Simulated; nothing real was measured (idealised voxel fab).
Process module name: voxel self aligned contacts
Cross-sectional view cut (width: 200 nm; square cell size: 5 nm).
Square cells in a grid make up a cross-section in this document, and the grid is given as bands, listed from the top down, each one or more rows of cells.
Top height, bottom height, nm. Materials left to right, width each, nm. Single material + "throughout" = fills band edge to edge. "empty" = empty.
It should be noted that heights are counted from 0, beneath which the wafer as supplied is of one material throughout, and that the lowest band possesses no lower boundary but continues downward, as written in "0 nm and below".
Quick explanation for "30->40": the width changes in equal steps down the rows of cells, from the first number in the band's top row to the second number in its bottom row.
Where the words "no change occurred" appear for a step, the cross-section shows no cell changed by that step; every cell remained as before.
"closed voids" - sealed voids, min. 8 cells, no opening to top; format: width x height at distance (distance from left edge; nm throughout).
Where a step's line continues beyond its settings, the continuation is a remark by the simulator itself on that step.
overlay nm: how far to the right of its planned place the mask lay on this masked step (negative: to the left).
# Process steps - plan
1 op RECEIVE | material Si
2 op OXIDIZE | depth nm 5
3 op DIRECTIONAL_DEP | material polySi | thk nm 30
4 op DIRECTIONAL_DEP | material SiN | thk nm 15
5 op MASKED_ETCH | tone cover | mask id GATE | width nm 35 | pitch nm 60 | etch materials SiN | depth nm 15 | overlay nm 0
6 op MASKED_ETCH | tone cover | mask id GATE | width nm 35 | pitch nm 60 | etch materials polySi | depth nm 30 | overlay nm 0
7 op CONFORMAL_DEP | material SiN | thk nm 5
8 op DIRECTIONAL_ETCH | etch materials SiN | depth nm 5
9 op FILL_DEP | material SiO2 | thk nm 20
10 op CMP | height nm 55
11 op MASKED_ETCH | tone open | mask id CONTACT | width nm 35 | pitch nm 60 | etch materials SiO2 | depth nm 60 | overlay nm 0
12 op CONFORMAL_DEP | material TiN | thk nm 5
13 op FILL_DEP | material W | thk nm 10
14 op CMP | height nm 55
15 op CONFORMAL_DEP | material SiN | thk nm 5
# Cross-section: wafer on arrival = after step 1
  0 nm and below: Si throughout
  closed voids: none
# Cross-section taken at module completion on the first of two wafers; processed per the plan
  60 nm to 55 nm: SiN throughout
  55 nm to 45 nm: 50 SiO2 | 5->15 TiN | 25->5 W | 5->15 TiN | 25 SiO2 | 5->15 TiN | 25->5 W | 5->15 TiN | 55 SiO2
  45 nm to 30 nm: 15 SiO2 | 45 SiN | 5 TiN | 5 W | 5 TiN | 45 SiN | 5 TiN | 5 W | 5 TiN | 45 SiN | 20 SiO2
  30 nm to 0 nm: 15 SiO2 | 5 SiN | 35 polySi | 5 SiN | 5 TiN | 5 W | 5 TiN | 5 SiN | 35 polySi | 5 SiN | 5 TiN | 5 W | 5 TiN | 5 SiN | 35 polySi | 5 SiN | 20 SiO2
  0 nm to -5 nm: 60 SiO2 | 15 TiN | 45 SiO2 | 15 TiN | 65 SiO2
  -5 nm and below: Si throughout
  closed voids: none
# Cross-section, second wafer: same start as the first, same plan as the first, one mistake in running it; taken at the end of the module
  60 nm to 55 nm: SiN throughout
  55 nm to 35 nm: 15 SiO2 | 5 SiN | 35 polySi | 5 SiN | 5 TiN | 5 W | 5 TiN | 5 SiN | 35 polySi | 5 SiN | 5 TiN | 5 W | 5 TiN | 5 SiN | 35 polySi | 5 SiN | 20 SiO2
  35 nm to 30 nm: 15 SiO2 | 5 SiN | 35 polySi | 5 SiN | 15 TiN | 5 SiN | 35 polySi | 5 SiN | 15 TiN | 5 SiN | 35 polySi | 5 SiN | 20 SiO2
  30 nm to 0 nm: polySi throughout
  0 nm to -5 nm: SiO2 throughout
  -5 nm and below: Si throughout
  closed voids: none
What was the processing mistake? heads up, step 3 of the plan got done twice
Looking at both finished wafers in cells, the second ends up ahead of or behind the first on some materials: 87 fewer of SiN | 74 fewer of SiO2 | 36 fewer of TiN | 22 fewer of W | 219 more of polySi
